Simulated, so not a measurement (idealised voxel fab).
process module | voxel quadruple lines
cross-section cut | 255 nm wide | cells 5 nm
A cross-section is a grid of square cells, given in bands from the top down. A band is one or more rows of cells.
Each band's line starts with the height of the band's top and of its bottom, in nm. Then come its materials from left to right, each with its width in nm. One material with "throughout" fills the band from edge to edge. "air" is empty space.
Height 0 is the level under which the wafer as received is all one material. The lowest band goes on downwards, as in "0 down".
A width such as "30 to 40" changes by the same amount from each row of cells to the next, from the band's top row to its bottom row.
"no change" after a step means that no cell of the cross-section changed.
closed voids: empty space of 8 cells or more with no open way to the top, each as width x height at its distance from the left edge, in nm
after a step's settings: what the simulator itself notes on the step
overlay nm, on a step with a mask: how far to the right of its planned place the mask lay; to the left if negative
plan
1 op RECEIVE | material Si
2 op CONFORMAL_DEP | material SiO2 | thk nm 10
3 op DIRECTIONAL_DEP | material Ru | thk nm 10
4 op DIRECTIONAL_DEP | material polySi | thk nm 20
5 op DIRECTIONAL_DEP | material aC | thk nm 20
6 op PATTERN | tone cover | mask id MANDREL | material resist | width nm 35 | thk nm 30 | overlay nm 0
7 op DIRECTIONAL_ETCH | etch materials aC | depth nm 20
8 op STRIP | etch materials resist
9 op CONFORMAL_DEP | material SiO2 | thk nm 15
10 op DIRECTIONAL_ETCH | etch materials SiO2 | depth nm 15
11 op STRIP | etch materials aC
12 op DIRECTIONAL_ETCH | etch materials polySi | depth nm 20
13 op STRIP | etch materials SiO2
14 op CONFORMAL_DEP | material SiCN | thk nm 10
15 op DIRECTIONAL_ETCH | etch materials SiCN | depth nm 10
16 op STRIP | etch materials polySi
17 op DIRECTIONAL_ETCH | etch materials Ru | depth nm 10
18 op STRIP | etch materials SiCN
19 op FILL_DEP | material lowk | thk nm 5
20 op CMP | height nm 20
as received, after step 1
  0 down: Si throughout
  closed voids: none
a wafer at the end: this start, this plan, one mistake
  20 to 10: polySi throughout
  10 to 0: SiO2 throughout
  0 down: Si throughout
  closed voids: none
what went wrong: steps 3 and 4 were swapped
